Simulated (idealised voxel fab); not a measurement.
This section sets out a process module, namely voxel double patterning.
Cross-section cut spans 210 nm and uses square cells 5 nm in size.
Cross-section = grid of square cells, listed top down in bands; band = one or more rows.
Band: top and bottom heights (nm) first, top before bottom; then materials from left to right, widths in nm. "all across" marks a sole material filling the band edge to edge. "empty" denotes empty space.
Height datum 0, below which the as-received substrate wafer is one material. Lowest band open at the bottom, running downward: "0 down".
The width entry "30 to 40" should be interpreted row by row: the top row of cells in the band takes the first number, the bottom row takes the second number, and the change between adjacent rows is uniform throughout.
Basically "everything unchanged" means that step didn't change any cell in the cross-section.
Enclosed voids (no open way to top), threshold 8 cells or more, entry "Closed void list", notation width x height at distance, distance from left edge, nm.
On each step's line, the part that comes after the settings is the simulator's own comment on the step.
"overlay nm" answers the question of how far to the right of plan the mask lay on a step that has a mask, and when it is negative the answer is to the left.
[Process steps foreseen in the plan]
1) RECEIVE with material Si
2) CONFORMAL_DEP with material SiO2, thk nm 5
3) DIRECTIONAL_DEP with material polySi, thk nm 15
4) DIRECTIONAL_DEP with material SiN, thk nm 10
5) PATTERN with tone open, mask id FIRST, material resist, width nm 15, pitch nm 50, thk nm 15, overlay nm 0
6) DIRECTIONAL_ETCH with etch materials SiN, depth nm 10
7) STRIP with etch materials resist
8) MASKED_ETCH with tone open, mask id SECOND, width nm 15, etch materials SiN, depth nm 10, overlay nm 0
9) DIRECTIONAL_ETCH with etch materials polySi, depth nm 15
10) STRIP with etch materials SiN
[The first of the two wafers, which ran as planned]
[Cross-section of the wafer as it came to us, i.e., already through step 1]
  0 down  Si all across
  Closed void list: none
[Sectional view: wafer, after step 2]
  5 to 0  SiO2 all across
  Below 0, no change.
[Sectional view: wafer, after step 3]
  20 to 5  polySi all across
  Below 5, no change.
[Sectional view: wafer, after step 4]
  30 to 20  SiN all across
  Below 20, no change.
[Sectional view: wafer, after step 5]
  45 to 30  resist: 70 / empty: 15 / resist: 35 / empty: 15 / resist: 75
  Below 30, no change.
[Sectional view: wafer, after step 6]
  45 to 30  resist: 70 / empty: 15 / resist: 35 / empty: 15 / resist: 75
  30 to 20  SiN: 70 / empty: 15 / SiN: 35 / empty: 15 / SiN: 75
  Below 20, no change.
[Sectional view: wafer, after step 7]
  30 to 20  SiN: 70 / empty: 15 / SiN: 35 / empty: 15 / SiN: 75
  Below 20, no change.
[Sectional view: wafer, after step 8]
  30 to 20  SiN: 70 / empty: 15 / SiN: 10 / empty: 15 / SiN: 10 / empty: 15 / SiN: 75
  Below 20, no change.
[Sectional view: wafer, after step 9]
  30 to 20  SiN: 70 / empty: 15 / SiN: 10 / empty: 15 / SiN: 10 / empty: 15 / SiN: 75
  20 to 5  polySi: 70 / empty: 15 / polySi: 10 / empty: 15 / polySi: 10 / empty: 15 / polySi: 75
  Below 5, no change.
[Sectional view: wafer, after step 10]
  20 to 5  polySi: 70 / empty: 15 / polySi: 10 / empty: 15 / polySi: 10 / empty: 15 / polySi: 75
  Below 5, no change.
[Notes, second wafer: start = first wafer's, plan = first wafer's, execution had one mistake; history identical to first through step 4]
[X-section, second wafer, when step 5 was due to finish]
  45 to 30  resist: 80 / empty: 15 / resist: 35 / empty: 15 / resist: 65
  Below 30, no change.
[X-section, second wafer, when step 6 was due to finish]
  45 to 30  resist: 80 / empty: 15 / resist: 35 / empty: 15 / resist: 65
  30 to 20  SiN: 80 / empty: 15 / SiN: 35 / empty: 15 / SiN: 65
  Below 20, no change.
[X-section, second wafer, when step 7 was due to finish]
  30 to 20  SiN: 80 / empty: 15 / SiN: 35 / empty: 15 / SiN: 65
  Below 20, no change.
[X-section, second wafer, when step 8 was due to finish]
  30 to 20  SiN: 80 / empty: 30 / SiN: 20 / empty: 15 / SiN: 65
  Below 20, no change.
[X-section, second wafer, when step 9 was due to finish]
  30 to 20  SiN: 80 / empty: 30 / SiN: 20 / empty: 15 / SiN: 65
  20 to 5  polySi: 80 / empty: 30 / polySi: 20 / empty: 15 / polySi: 65
  Below 5, no change.
[X-section, second wafer, when step 10 was due to finish]
  20 to 5  polySi: 80 / empty: 30 / polySi: 20 / empty: 15 / polySi: 65
  Below 5, no change.
what went wrong: step 5, actual vs plan mismatch, actual run PATTERN with tone open, mask id FIRST, material resist, width nm 15, pitch nm 50, thk nm 15, overlay nm 10
At the close, every material occupies the same number of cells on the second wafer as on the first, only in different positions.
